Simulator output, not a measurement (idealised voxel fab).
process module | voxel lift off
cross-section cut | 205 nm wide | cells 5 nm
A cross-section is a grid of square cells, given in bands from the top down. A band is one or more rows of cells.
Each band's line starts with the height of the band's top and of its bottom, in nm. Then come its materials from left to right, each with its width in nm. One material with "throughout" fills the band from edge to edge. "air" is empty space.
Height 0 is the level under which the wafer as received is all one material. The lowest band goes on downwards, as in "0 down".
A width such as "30 to 40" changes by the same amount from each row of cells to the next, from the band's top row to its bottom row.
"no change" after a step means that no cell of the cross-section changed.
closed voids: empty space of 8 cells or more with no open way to the top, each as width x height at its distance from the left edge, in nm
after a step's settings: what the simulator itself notes on the step
overlay nm, on a step with a mask: how far to the right of its planned place the mask lay; to the left if negative
plan
1 op RECEIVE | material Si
2 op CONFORMAL_DEP | material Al2O3 | thk nm 15
3 op PATTERN | tone open | mask id LINES | material resist | width nm 25 | pitch nm 50 | thk nm 20 | overlay nm -15
4 op DIRECTIONAL_DEP | material Ru | thk nm 5
5 op STRIP | etch materials resist
6 op CONFORMAL_DEP | material SiN | thk nm 10
varied across the wafers: overlay nm of step 3. The plan shows the first wafer's value. All wafers start alike
first wafer as received, after step 1
  0 down: Si throughout
  closed voids: none
each wafer at the end: cells of each material gained (+) or lost (-) since it was received, then its closed voids
overlay nm -15 | +123 Al2O3 | +10 Ru | +90 SiN | closed voids: none
overlay nm -10 | +123 Al2O3 | +10 Ru | +90 SiN | closed voids: none
overlay nm -5 | +123 Al2O3 | +10 Ru | +90 SiN | closed voids: none
overlay nm 0 | +123 Al2O3 | +10 Ru | +90 SiN | closed voids: none
overlay nm 5 | +123 Al2O3 | +10 Ru | +90 SiN | closed voids: none
overlay nm 10 | +123 Al2O3 | +10 Ru | +90 SiN | closed voids: none
overlay nm 15 | +123 Al2O3 | +10 Ru | +90 SiN | closed voids: none
